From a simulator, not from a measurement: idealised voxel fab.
Process module under the name voxel transistor to metal
Pictured: cross-section cut, 160 nm wide, on a grid of 5 nm square cells.
Cross-section spec: square-cell grid; bands listed top down; each band is one or more rows.
This entry defines a band. It first specifies the height of the band's top and the height of its bottom in nm, and then specifies the band's materials from left to right, stating each material with its width in nm. The word "edge to edge" identifies a single material that fills the band from edge to edge, while the word "air" identifies empty space.
The reference from which all heights are counted is 0, the level beneath which the as-received wafer is entirely one material; the lowest band, having no lower bound, proceeds downward and is written after the example "0 and below".
A width given as "30->40" starts at the first number in the band's top row and ends at the second number in its bottom row, shifting by an equal amount at every step from row to row.
Where the words "nothing altered" appear for a step, the cross-section shows no cell changed by that step; every cell remained as before.
You'll see "Enclosed cavity list" listing empty spaces that have no way open to the top, as long as they're 8 cells or more; the notation is width x height at distance, where the distance is from the left edge, and all of it is in nm.
Anything after a step's settings on that line? It's the simulator's own note about the step.
Regarding "overlay nm": on a step with a mask, it is the distance the mask lay to the right of its planned place; a negative value places it to the left.

## Listed below are the process steps as planned
- 1: RECEIVE, material Si
- 2: CONFORMAL_DEP, material SiO2, thk nm 5
- 3: CONFORMAL_DEP, material SiN, thk nm 10
- 4: MASKED_ETCH, tone cover, mask id ACTIVE, width nm 125, etch materials SiN, depth nm 10, overlay nm 0
- 5: MASKED_ETCH, tone cover, mask id ACTIVE, width nm 125, etch materials SiO2, depth nm 5, overlay nm 0
- 6: MASKED_ETCH, tone cover, mask id ACTIVE, width nm 125, etch materials Si, depth nm 20, overlay nm 0
- 7: OXIDIZE, depth nm 5
- 8: FILL_DEP, material SiO2, thk nm 5
- 9: CMP, height nm 15
- 10: SELECTIVE_ETCH, etch materials SiO2, depth nm 10
- 11: STRIP, etch materials SiN
- 12: SELECTIVE_ETCH, etch materials SiO2, depth nm 5
- 13: OXIDIZE, depth nm 5
- 14: DIRECTIONAL_DEP, material polySi, thk nm 25
- 15: DIRECTIONAL_DEP, material SiCN, thk nm 15
- 16: PATTERN, tone cover, mask id GATE, material resist, width nm 35, thk nm 15, overlay nm 0
- 17: DIRECTIONAL_ETCH, etch materials SiCN, depth nm 25
- 18: DIRECTIONAL_ETCH, etch materials polySi, depth nm 35
- 19: STRIP, etch materials resist
- 20: CONFORMAL_DEP, material SiO2, thk nm 5
- 21: DIRECTIONAL_ETCH, etch materials SiO2, depth nm 5
- 22: CONFORMAL_DEP, material SiN, thk nm 10
- 23: DIRECTIONAL_ETCH, etch materials SiN, depth nm 10
- 24: DIRECTIONAL_ETCH, etch materials SiO2, depth nm 5
- 25: EPI, material SiGe, thk nm 5
- 26: FILL_DEP, material SiO2, thk nm 5
- 27: CMP, height nm 25
- 28: STRIP, etch materials polySi
- 29: SELECTIVE_ETCH, etch materials SiO2, depth nm 5
- 30: CONFORMAL_DEP, material HfO2, thk nm 5
- 31: CONFORMAL_DEP, material TiN, thk nm 5
- 32: FILL_DEP, material W, thk nm 10
- 33: CMP, height nm 20
- 34: DIRECTIONAL_DEP, material SiO2, thk nm 15
- 35: MASKED_ETCH, tone open, mask id CONTACT, width nm 20, pitch nm 85, etch materials SiO2, depth nm 35, overlay nm 0
- 36: CONFORMAL_DEP, material TiN, thk nm 5
- 37: FILL_DEP, material Ru, thk nm 5
- 38: CMP, height nm 35
- 39: CONFORMAL_DEP, material SiCN, thk nm 5
- 40: DIRECTIONAL_DEP, material SiO2, thk nm 20
- 41: DIRECTIONAL_DEP, material aC, thk nm 10
- 42: PATTERN, tone open, mask id METAL_1, material resist, width nm 20, pitch nm 85, thk nm 25, overlay nm 0
- 43: DIRECTIONAL_ETCH, etch materials aC, depth nm 10
- 44: STRIP, etch materials resist
- 45: DIRECTIONAL_ETCH, etch materials SiO2, depth nm 20
- 46: DIRECTIONAL_ETCH, etch materials SiCN, depth nm 5
- 47: STRIP, etch materials aC
- 48: CONFORMAL_DEP, material TiN, thk nm 5
- 49: FILL_DEP, material Cu, thk nm 5
- 50: CMP, height nm 60
- 51: CONFORMAL_DEP, material SiCN, thk nm 5
- 52: DIRECTIONAL_DEP, material lowk, thk nm 25
- 53: PATTERN, tone open, mask id METAL_2, material resist, width nm 20, pitch nm 85, thk nm 20, overlay nm 0
- 54: DIRECTIONAL_ETCH, etch materials lowk, depth nm 15
- 55: STRIP, etch materials resist
- 56: MASKED_ETCH, tone open, mask id METAL_2_HOLES, width nm 15, pitch nm 85, etch materials lowk, depth nm 10, overlay nm 0
- 57: MASKED_ETCH, tone open, mask id METAL_2_HOLES, width nm 15, pitch nm 85, etch materials SiCN, depth nm 5, overlay nm 0
- 58: CONFORMAL_DEP, material TiN, thk nm 5
- 59: FILL_DEP, material Cu, thk nm 10
- 60: CMP, height nm 90
- 61: CONFORMAL_DEP, material SiN, thk nm 5

## Below: the first of two wafers, run as planned

## As received (post step 1): cross-section
- 0 and below = Si edge to edge
- Enclosed cavity list: none

## Presented here is a cross-section of the wafer after step 2 has been performed
- 5 down to 0 = SiO2 edge to edge
- At heights below 0, the structure remains unaltered.

## Presented here is a cross-section of the wafer after step 3 has been performed
- 15 down to 5 = SiN edge to edge
- At heights below 5, the structure remains unaltered.

## Presented here is a cross-section of the wafer after step 4 has been performed
- 15 down to 5 = air 15 nm / SiN 125 nm / air 20 nm
- At heights below 5, the structure remains unaltered.

## Presented here is a cross-section of the wafer after step 5 has been performed
- 15 down to 5 = air 15 nm / SiN 125 nm / air 20 nm
- 5 down to 0 = air 15 nm / SiO2 125 nm / air 20 nm
- At heights below 0, the structure remains unaltered.

## Presented here is a cross-section of the wafer after step 6 has been performed
- 15 down to 5 = air 15 nm / SiN 125 nm / air 20 nm
- 5 down to 0 = air 15 nm / SiO2 125 nm / air 20 nm
- 0 down to -20 = air 15 nm / Si 125 nm / air 20 nm
- At heights below -20, the structure remains unaltered.

## Presented here is a cross-section of the wafer after step 7 has been performed
- 15 down to 5 = air 15 nm / SiN 125 nm / air 20 nm
- 5 down to 0 = air 15 nm / SiO2 125 nm / air 20 nm
- 0 down to -20 = air 15 nm / SiO2 5 nm / Si 115 nm / SiO2 5 nm / air 20 nm
- -20 down to -25 = SiO2 20 nm / Si 115 nm / SiO2 25 nm
- At heights below -25, the structure remains unaltered.

## Presented here is a cross-section of the wafer after step 8 has been performed
- 20 down to 15 = SiO2 edge to edge
- 15 down to 5 = SiO2 15 nm / SiN 125 nm / SiO2 20 nm
- 5 down to 0 = SiO2 edge to edge
- 0 down to -25 = SiO2 20 nm / Si 115 nm / SiO2 25 nm
- At heights below -25, the structure remains unaltered.

## Presented here is a cross-section of the wafer after step 9 has been performed
- 15 down to 5 = SiO2 15 nm / SiN 125 nm / SiO2 20 nm
- At heights below 5, the structure remains unaltered.

## Presented here is a cross-section of the wafer after step 10 has been performed
- 15 down to 5 = air 15 nm / SiN 125 nm / air 20 nm
- At heights below 5, the structure remains unaltered.

## Presented here is a cross-section of the wafer after step 11 has been performed
- 5 down to 0 = SiO2 edge to edge
- At heights below 0, the structure remains unaltered.

## Presented here is a cross-section of the wafer after step 12 has been performed
- 0 down to -25 = SiO2 20 nm / Si 115 nm / SiO2 25 nm
- At heights below -25, the structure remains unaltered.

## Presented here is a cross-section of the wafer after step 13 has been performed
- 0 down to -5 = SiO2 edge to edge
- At heights below -5, the structure remains unaltered.

## Presented here is a cross-section of the wafer after step 14 has been performed
- 25 down to 0 = polySi edge to edge
- At heights below 0, the structure remains unaltered.

## Presented here is a cross-section of the wafer after step 15 has been performed
- 40 down to 25 = SiCN edge to edge
- At heights below 25, the structure remains unaltered.

## Presented here is a cross-section of the wafer after step 16 has been performed
- 55 down to 40 = air 60 nm / resist 35 nm / air 65 nm
- At heights below 40, the structure remains unaltered.

## Presented here is a cross-section of the wafer after step 17 has been performed
- 55 down to 40 = air 60 nm / resist 35 nm / air 65 nm
- 40 down to 25 = air 60 nm / SiCN 35 nm / air 65 nm
- At heights below 25, the structure remains unaltered.

## Presented here is a cross-section of the wafer after step 18 has been performed
- 55 down to 40 = air 60 nm / resist 35 nm / air 65 nm
- 40 down to 25 = air 60 nm / SiCN 35 nm / air 65 nm
- 25 down to 0 = air 60 nm / polySi 35 nm / air 65 nm
- At heights below 0, the structure remains unaltered.

## Presented here is a cross-section of the wafer after step 19 has been performed
- 40 down to 25 = air 60 nm / SiCN 35 nm / air 65 nm
- At heights below 25, the structure remains unaltered.

## Presented here is a cross-section of the wafer after step 20 has been performed
- 45 down to 40 = air 55 nm / SiO2 45 nm / air 60 nm
- 40 down to 25 = air 55 nm / SiO2 5 nm / SiCN 35 nm / SiO2 5 nm / air 60 nm
- 25 down to 5 = air 55 nm / SiO2 5 nm / polySi 35 nm / SiO2 5 nm / air 60 nm
- 5 down to 0 = SiO2 60 nm / polySi 35 nm / SiO2 65 nm
- At heights below 0, the structure remains unaltered.

## Presented here is a cross-section of the wafer after step 21 has been performed
- 40 down to 25 = air 55 nm / SiO2 5 nm / SiCN 35 nm / SiO2 5 nm / air 60 nm
- 25 down to 0 = air 55 nm / SiO2 5 nm / polySi 35 nm / SiO2 5 nm / air 60 nm
- At heights below 0, the structure remains unaltered.

## Presented here is a cross-section of the wafer after step 22 has been performed
- 50 down to 40 = air 45 nm / SiN 65 nm / air 50 nm
- 40 down to 25 = air 45 nm / SiN 10 nm / SiO2 5 nm / SiCN 35 nm / SiO2 5 nm / SiN 10 nm / air 50 nm
- 25 down to 10 = air 45 nm / SiN 10 nm / SiO2 5 nm / polySi 35 nm / SiO2 5 nm / SiN 10 nm / air 50 nm
- 10 down to 0 = SiN 55 nm / SiO2 5 nm / polySi 35 nm / SiO2 5 nm / SiN 60 nm
- At heights below 0, the structure remains unaltered.

## Presented here is a cross-section of the wafer after step 23 has been performed
- 40 down to 25 = air 45 nm / SiN 10 nm / SiO2 5 nm / SiCN 35 nm / SiO2 5 nm / SiN 10 nm / air 50 nm
- 25 down to 0 = air 45 nm / SiN 10 nm / SiO2 5 nm / polySi 35 nm / SiO2 5 nm / SiN 10 nm / air 50 nm
- At heights below 0, the structure remains unaltered.

## Presented here is a cross-section of the wafer after step 24 has been performed
- 40 down to 35 = air 45 nm / SiN 10 nm / air 5 nm / SiCN 35 nm / air 5 nm / SiN 10 nm / air 50 nm
- 35 down to 25 = air 45 nm / SiN 10 nm / SiO2 5 nm / SiCN 35 nm / SiO2 5 nm / SiN 10 nm / air 50 nm
- 25 down to 0 = air 45 nm / SiN 10 nm / SiO2 5 nm / polySi 35 nm / SiO2 5 nm / SiN 10 nm / air 50 nm
- 0 down to -5 = air 45 nm / SiO2 65 nm / air 50 nm
- At heights below -5, the structure remains unaltered.

## Presented here is a cross-section of the wafer after step 25 has been performed
- 40 down to 35 = air 45 nm / SiN 10 nm / air 5 nm / SiCN 35 nm / air 5 nm / SiN 10 nm / air 50 nm
- 35 down to 25 = air 45 nm / SiN 10 nm / SiO2 5 nm / SiCN 35 nm / SiO2 5 nm / SiN 10 nm / air 50 nm
- 25 down to 0 = air 45 nm / SiN 10 nm / SiO2 5 nm / polySi 35 nm / SiO2 5 nm / SiN 10 nm / air 50 nm
- 0 down to -5 = air 15 nm / SiGe 30 nm / SiO2 65 nm / SiGe 30 nm / air 20 nm
- At heights below -5, the structure remains unaltered.

## Presented here is a cross-section of the wafer after step 26 has been performed
- 45 down to 40 = SiO2 edge to edge
- 40 down to 25 = SiO2 45 nm / SiN 10 nm / SiO2 5 nm / SiCN 35 nm / SiO2 5 nm / SiN 10 nm / SiO2 50 nm
- 25 down to 0 = SiO2 45 nm / SiN 10 nm / SiO2 5 nm / polySi 35 nm / SiO2 5 nm / SiN 10 nm / SiO2 50 nm
- 0 down to -5 = SiO2 15 nm / SiGe 30 nm / SiO2 65 nm / SiGe 30 nm / SiO2 20 nm
- At heights below -5, the structure remains unaltered.

## Presented here is a cross-section of the wafer after step 27 has been performed
- 25 down to 0 = SiO2 45 nm / SiN 10 nm / SiO2 5 nm / polySi 35 nm / SiO2 5 nm / SiN 10 nm / SiO2 50 nm
- At heights below 0, the structure remains unaltered.

## Presented here is a cross-section of the wafer after step 28 has been performed
- 25 down to 0 = SiO2 45 nm / SiN 10 nm / SiO2 5 nm / air 35 nm / SiO2 5 nm / SiN 10 nm / SiO2 50 nm
- At heights below 0, the structure remains unaltered.

## Presented here is a cross-section of the wafer after step 29 has been performed
- 25 down to 20 = air 45 nm / SiN 10 nm / air 45 nm / SiN 10 nm / air 50 nm
- 20 down to 0 = SiO2 45 nm / SiN 10 nm / air 45 nm / SiN 10 nm / SiO2 50 nm
- 0 down to -5 = SiO2 15 nm / SiGe 30 nm / SiO2 10 nm / air 45 nm / SiO2 10 nm / SiGe 30 nm / SiO2 20 nm
- At heights below -5, the structure remains unaltered.

## Presented here is a cross-section of the wafer after step 30 has been performed
- 30 down to 25 = air 40 nm / HfO2 20 nm / air 35 nm / HfO2 20 nm / air 45 nm
- 25 down to 20 = HfO2 45 nm / SiN 10 nm / HfO2 5 nm / air 35 nm / HfO2 5 nm / SiN 10 nm / HfO2 50 nm
- 20 down to 0 = SiO2 45 nm / SiN 10 nm / HfO2 5 nm / air 35 nm / HfO2 5 nm / SiN 10 nm / SiO2 50 nm
- 0 down to -5 = SiO2 15 nm / SiGe 30 nm / SiO2 10 nm / HfO2 45 nm / SiO2 10 nm / SiGe 30 nm / SiO2 20 nm
- At heights below -5, the structure remains unaltered.

## Presented here is a cross-section of the wafer after step 31 has been performed
- 35 down to 30 = air 35 nm / TiN 30 nm / air 25 nm / TiN 30 nm / air 40 nm
- 30 down to 25 = TiN 40 nm / HfO2 20 nm / TiN 5 nm / air 25 nm / TiN 5 nm / HfO2 20 nm / TiN 45 nm
- 25 down to 20 = HfO2 45 nm / SiN 10 nm / HfO2 5 nm / TiN 5 nm / air 25 nm / TiN 5 nm / HfO2 5 nm / SiN 10 nm / HfO2 50 nm
- 20 down to 5 = SiO2 45 nm / SiN 10 nm / HfO2 5 nm / TiN 5 nm / air 25 nm / TiN 5 nm / HfO2 5 nm / SiN 10 nm / SiO2 50 nm
- 5 down to 0 = SiO2 45 nm / SiN 10 nm / HfO2 5 nm / TiN 35 nm / HfO2 5 nm / SiN 10 nm / SiO2 50 nm
- At heights below 0, the structure remains unaltered.

## Presented here is a cross-section of the wafer after step 32 has been performed
- 45 down to 35 = W edge to edge
- 35 down to 30 = W 35 nm / TiN 30 nm / W 25 nm / TiN 30 nm / W 40 nm
- 30 down to 25 = TiN 40 nm / HfO2 20 nm / TiN 5 nm / W 25 nm / TiN 5 nm / HfO2 20 nm / TiN 45 nm
- 25 down to 20 = HfO2 45 nm / SiN 10 nm / HfO2 5 nm / TiN 5 nm / W 25 nm / TiN 5 nm / HfO2 5 nm / SiN 10 nm / HfO2 50 nm
- 20 down to 5 = SiO2 45 nm / SiN 10 nm / HfO2 5 nm / TiN 5 nm / W 25 nm / TiN 5 nm / HfO2 5 nm / SiN 10 nm / SiO2 50 nm
- At heights below 5, the structure remains unaltered.

## Presented here is a cross-section of the wafer after step 33 has been performed
- 20 down to 5 = SiO2 45 nm / SiN 10 nm / HfO2 5 nm / TiN 5 nm / W 25 nm / TiN 5 nm / HfO2 5 nm / SiN 10 nm / SiO2 50 nm
- At heights below 5, the structure remains unaltered.

## Presented here is a cross-section of the wafer after step 34 has been performed
- 35 down to 20 = SiO2 edge to edge
- At heights below 20, the structure remains unaltered.

## Presented here is a cross-section of the wafer after step 35 has been performed
- 35 down to 20 = SiO2 25 nm / air 20 nm / SiO2 65 nm / air 20 nm / SiO2 30 nm
- 20 down to 5 = SiO2 25 nm / air 20 nm / SiN 10 nm / HfO2 5 nm / TiN 5 nm / W 25 nm / TiN 5 nm / HfO2 5 nm / SiN 10 nm / air 20 nm / SiO2 30 nm
- 5 down to 0 = SiO2 25 nm / air 20 nm / SiN 10 nm / HfO2 5 nm / TiN 35 nm / HfO2 5 nm / SiN 10 nm / air 20 nm / SiO2 30 nm
- At heights below 0, the structure remains unaltered.

## Presented here is a cross-section of the wafer after step 36 has been performed
- 40 down to 35 = TiN 30 nm / air 10 nm / TiN 75 nm / air 10 nm / TiN 35 nm
- 35 down to 20 = SiO2 25 nm / TiN 5 nm / air 10 nm / TiN 5 nm / SiO2 65 nm / TiN 5 nm / air 10 nm / TiN 5 nm / SiO2 30 nm
- 20 down to 5 = SiO2 25 nm / TiN 5 nm / air 10 nm / TiN 5 nm / SiN 10 nm / HfO2 5 nm / TiN 5 nm / W 25 nm / TiN 5 nm / HfO2 5 nm / SiN 10 nm / TiN 5 nm / air 10 nm / TiN 5 nm / SiO2 30 nm
- 5 down to 0 = SiO2 25 nm / TiN 20 nm / SiN 10 nm / HfO2 5 nm / TiN 35 nm / HfO2 5 nm / SiN 10 nm / TiN 20 nm / SiO2 30 nm
- At heights below 0, the structure remains unaltered.

## Presented here is a cross-section of the wafer after step 37 has been performed
- 45 down to 40 = Ru edge to edge
- 40 down to 35 = TiN 30 nm / Ru 10 nm / TiN 75 nm / Ru 10 nm / TiN 35 nm
- 35 down to 20 = SiO2 25 nm / TiN 5 nm / Ru 10 nm / TiN 5 nm / SiO2 65 nm / TiN 5 nm / Ru 10 nm / TiN 5 nm / SiO2 30 nm
- 20 down to 5 = SiO2 25 nm / TiN 5 nm / Ru 10 nm / TiN 5 nm / SiN 10 nm / HfO2 5 nm / TiN 5 nm / W 25 nm / TiN 5 nm / HfO2 5 nm / SiN 10 nm / TiN 5 nm / Ru 10 nm / TiN 5 nm / SiO2 30 nm
- At heights below 5, the structure remains unaltered.

## Presented here is a cross-section of the wafer after step 38 has been performed
- 35 down to 20 = SiO2 25 nm / TiN 5 nm / Ru 10 nm / TiN 5 nm / SiO2 65 nm / TiN 5 nm / Ru 10 nm / TiN 5 nm / SiO2 30 nm
- At heights below 20, the structure remains unaltered.

## Presented here is a cross-section of the wafer after step 39 has been performed
- 40 down to 35 = SiCN edge to edge
- At heights below 35, the structure remains unaltered.

## Presented here is a cross-section of the wafer after step 40 has been performed
- 60 down to 40 = SiO2 edge to edge
- At heights below 40, the structure remains unaltered.

## Presented here is a cross-section of the wafer after step 41 has been performed
- 70 down to 60 = aC edge to edge
- At heights below 60, the structure remains unaltered.

## Presented here is a cross-section of the wafer after step 42 has been performed
- 95 down to 70 = resist 25 nm / air 20 nm / resist 65 nm / air 20 nm / resist 30 nm
- At heights below 70, the structure remains unaltered.

## Presented here is a cross-section of the wafer after step 43 has been performed
- 85 down to 70 = resist 25 nm / air 20 nm / resist 65 nm / air 20 nm / resist 30 nm
- 70 down to 60 = aC 25 nm / air 20 nm / aC 65 nm / air 20 nm / aC 30 nm
- At heights below 60, the structure remains unaltered.

## Presented here is a cross-section of the wafer after step 44 has been performed
- 70 down to 60 = aC 25 nm / air 20 nm / aC 65 nm / air 20 nm / aC 30 nm
- At heights below 60, the structure remains unaltered.

## Presented here is a cross-section of the wafer after step 45 has been performed
- 70 down to 60 = aC 25 nm / air 20 nm / aC 65 nm / air 20 nm / aC 30 nm
- 60 down to 40 = SiO2 25 nm / air 20 nm / SiO2 65 nm / air 20 nm / SiO2 30 nm
- At heights below 40, the structure remains unaltered.

## Presented here is a cross-section of the wafer after step 46 has been performed
- 70 down to 60 = aC 25 nm / air 20 nm / aC 65 nm / air 20 nm / aC 30 nm
- 60 down to 40 = SiO2 25 nm / air 20 nm / SiO2 65 nm / air 20 nm / SiO2 30 nm
- 40 down to 35 = SiCN 25 nm / air 20 nm / SiCN 65 nm / air 20 nm / SiCN 30 nm
- At heights below 35, the structure remains unaltered.

## Presented here is a cross-section of the wafer after step 47 has been performed
- 60 down to 40 = SiO2 25 nm / air 20 nm / SiO2 65 nm / air 20 nm / SiO2 30 nm
- At heights below 40, the structure remains unaltered.

## Presented here is a cross-section of the wafer after step 48 has been performed
- 65 down to 60 = TiN 30 nm / air 10 nm / TiN 75 nm / air 10 nm / TiN 35 nm
- 60 down to 40 = SiO2 25 nm / TiN 5 nm / air 10 nm / TiN 5 nm / SiO2 65 nm / TiN 5 nm / air 10 nm / TiN 5 nm / SiO2 30 nm
- 40 down to 35 = SiCN 25 nm / TiN 20 nm / SiCN 65 nm / TiN 20 nm / SiCN 30 nm
- At heights below 35, the structure remains unaltered.

## Presented here is a cross-section of the wafer after step 49 has been performed
- 70 down to 65 = Cu edge to edge
- 65 down to 60 = TiN 30 nm / Cu 10 nm / TiN 75 nm / Cu 10 nm / TiN 35 nm
- 60 down to 40 = SiO2 25 nm / TiN 5 nm / Cu 10 nm / TiN 5 nm / SiO2 65 nm / TiN 5 nm / Cu 10 nm / TiN 5 nm / SiO2 30 nm
- At heights below 40, the structure remains unaltered.

## Presented here is a cross-section of the wafer after step 50 has been performed
- 60 down to 40 = SiO2 25 nm / TiN 5 nm / Cu 10 nm / TiN 5 nm / SiO2 65 nm / TiN 5 nm / Cu 10 nm / TiN 5 nm / SiO2 30 nm
- At heights below 40, the structure remains unaltered.

## Presented here is a cross-section of the wafer after step 51 has been performed
- 65 down to 60 = SiCN edge to edge
- At heights below 60, the structure remains unaltered.

## Presented here is a cross-section of the wafer after step 52 has been performed
- 90 down to 65 = lowk edge to edge
- At heights below 65, the structure remains unaltered.

## Presented here is a cross-section of the wafer after step 53 has been performed
- 110 down to 90 = resist 25 nm / air 20 nm / resist 65 nm / air 20 nm / resist 30 nm
- At heights below 90, the structure remains unaltered.

## Presented here is a cross-section of the wafer after step 54 has been performed
- 110 down to 90 = resist 25 nm / air 20 nm / resist 65 nm / air 20 nm / resist 30 nm
- 90 down to 75 = lowk 25 nm / air 20 nm / lowk 65 nm / air 20 nm / lowk 30 nm
- At heights below 75, the structure remains unaltered.

## Presented here is a cross-section of the wafer after step 55 has been performed
- 90 down to 75 = lowk 25 nm / air 20 nm / lowk 65 nm / air 20 nm / lowk 30 nm
- At heights below 75, the structure remains unaltered.

## Presented here is a cross-section of the wafer after step 56 has been performed
- 90 down to 75 = lowk 25 nm / air 20 nm / lowk 65 nm / air 20 nm / lowk 30 nm
- 75 down to 65 = lowk 25 nm / air 15 nm / lowk 70 nm / air 15 nm / lowk 35 nm
- At heights below 65, the structure remains unaltered.

## Presented here is a cross-section of the wafer after step 57 has been performed
- 90 down to 75 = lowk 25 nm / air 20 nm / lowk 65 nm / air 20 nm / lowk 30 nm
- 75 down to 65 = lowk 25 nm / air 15 nm / lowk 70 nm / air 15 nm / lowk 35 nm
- 65 down to 60 = SiCN 25 nm / air 15 nm / SiCN 70 nm / air 15 nm / SiCN 35 nm
- At heights below 60, the structure remains unaltered.

## Presented here is a cross-section of the wafer after step 58 has been performed
- 95 down to 90 = TiN 30 nm / air 10 nm / TiN 75 nm / air 10 nm / TiN 35 nm
- 90 down to 80 = lowk 25 nm / TiN 5 nm / air 10 nm / TiN 5 nm / lowk 65 nm / TiN 5 nm / air 10 nm / TiN 5 nm / lowk 30 nm
- 80 down to 75 = lowk 25 nm / TiN 5 nm / air 5 nm / TiN 10 nm / lowk 65 nm / TiN 5 nm / air 5 nm / TiN 10 nm / lowk 30 nm
- 75 down to 65 = lowk 25 nm / TiN 5 nm / air 5 nm / TiN 5 nm / lowk 70 nm / TiN 5 nm / air 5 nm / TiN 5 nm / lowk 35 nm
- 65 down to 60 = SiCN 25 nm / TiN 15 nm / SiCN 70 nm / TiN 15 nm / SiCN 35 nm
- At heights below 60, the structure remains unaltered.

## Presented here is a cross-section of the wafer after step 59 has been performed
- 105 down to 95 = Cu edge to edge
- 95 down to 90 = TiN 30 nm / Cu 10 nm / TiN 75 nm / Cu 10 nm / TiN 35 nm
- 90 down to 80 = lowk 25 nm / TiN 5 nm / Cu 10 nm / TiN 5 nm / lowk 65 nm / TiN 5 nm / Cu 10 nm / TiN 5 nm / lowk 30 nm
- 80 down to 75 = lowk 25 nm / TiN 5 nm / Cu 5 nm / TiN 10 nm / lowk 65 nm / TiN 5 nm / Cu 5 nm / TiN 10 nm / lowk 30 nm
- 75 down to 65 = lowk 25 nm / TiN 5 nm / Cu 5 nm / TiN 5 nm / lowk 70 nm / TiN 5 nm / Cu 5 nm / TiN 5 nm / lowk 35 nm
- At heights below 65, the structure remains unaltered.

## Presented here is a cross-section of the wafer after step 60 has been performed
- 90 down to 80 = lowk 25 nm / TiN 5 nm / Cu 10 nm / TiN 5 nm / lowk 65 nm / TiN 5 nm / Cu 10 nm / TiN 5 nm / lowk 30 nm
- At heights below 80, the structure remains unaltered.

## Presented here is a cross-section of the wafer after step 61 has been performed
- 95 down to 90 = SiN edge to edge
- At heights below 90, the structure remains unaltered.

## The second wafer began exactly as the first did and followed the same plan, but one mistake was made while running it; through step 55 inclusive, the two wafers are identical

## Cross-sectional view of the second wafer at the intended end time of process step 56
- 90 down to 80 = lowk 20 nm / air 25 nm / lowk 60 nm / air 25 nm / lowk 30 nm
- 80 down to 65 = lowk 25 nm / air 20 nm / lowk 65 nm / air 20 nm / lowk 30 nm
- At heights below 65, the structure remains unaltered.

## Cross-sectional view of the second wafer at the intended end time of process step 57
- 90 down to 80 = lowk 20 nm / air 25 nm / lowk 60 nm / air 25 nm / lowk 30 nm
- 80 down to 65 = lowk 25 nm / air 20 nm / lowk 65 nm / air 20 nm / lowk 30 nm
- 65 down to 60 = SiCN 25 nm / air 15 nm / SiCN 70 nm / air 15 nm / SiCN 35 nm
- At heights below 60, the structure remains unaltered.

## Cross-sectional view of the second wafer at the intended end time of process step 58
- 95 down to 90 = TiN 25 nm / air 15 nm / TiN 70 nm / air 15 nm / TiN 35 nm
- 90 down to 80 = lowk 20 nm / TiN 5->10 nm / air 15->10 nm / TiN 5 nm / lowk 60 nm / TiN 5->10 nm / air 15->10 nm / TiN 5 nm / lowk 30 nm
- 80 down to 70 = lowk 25 nm / TiN 5 nm / air 10 nm / TiN 5 nm / lowk 65 nm / TiN 5 nm / air 10 nm / TiN 5 nm / lowk 30 nm
- 70 down to 65 = lowk 25 nm / TiN 5 nm / air 5 nm / TiN 10 nm / lowk 65 nm / TiN 5 nm / air 5 nm / TiN 10 nm / lowk 30 nm
- 65 down to 60 = SiCN 25 nm / TiN 15 nm / SiCN 70 nm / TiN 15 nm / SiCN 35 nm
- At heights below 60, the structure remains unaltered.

## Cross-sectional view of the second wafer at the intended end time of process step 59
- 105 down to 95 = Cu edge to edge
- 95 down to 90 = TiN 25 nm / Cu 15 nm / TiN 70 nm / Cu 15 nm / TiN 35 nm
- 90 down to 80 = lowk 20 nm / TiN 5->10 nm / Cu 15->10 nm / TiN 5 nm / lowk 60 nm / TiN 5->10 nm / Cu 15->10 nm / TiN 5 nm / lowk 30 nm
- 80 down to 70 = lowk 25 nm / TiN 5 nm / Cu 10 nm / TiN 5 nm / lowk 65 nm / TiN 5 nm / Cu 10 nm / TiN 5 nm / lowk 30 nm
- 70 down to 65 = lowk 25 nm / TiN 5 nm / Cu 5 nm / TiN 10 nm / lowk 65 nm / TiN 5 nm / Cu 5 nm / TiN 10 nm / lowk 30 nm
- At heights below 65, the structure remains unaltered.

## Cross-sectional view of the second wafer at the intended end time of process step 60
- 90 down to 80 = lowk 20 nm / TiN 5->10 nm / Cu 15->10 nm / TiN 5 nm / lowk 60 nm / TiN 5->10 nm / Cu 15->10 nm / TiN 5 nm / lowk 30 nm
- At heights below 80, the structure remains unaltered.

## Cross-sectional view of the second wafer at the intended end time of process step 61
- 95 down to 90 = SiN edge to edge
- At heights below 90, the structure remains unaltered.
Misprocessing identified: step 56 changed vs plan, executed as MASKED_ETCH, tone open, mask id METAL_2_HOLES, width nm 25, pitch nm 85, etch materials lowk, depth nm 10, overlay nm 0
It is noted that, at the conclusion of processing, the second wafer exhibits a higher or lower cell count for certain materials relative to the first: 6 more of Cu, 2 more of TiN, 8 fewer of lowk
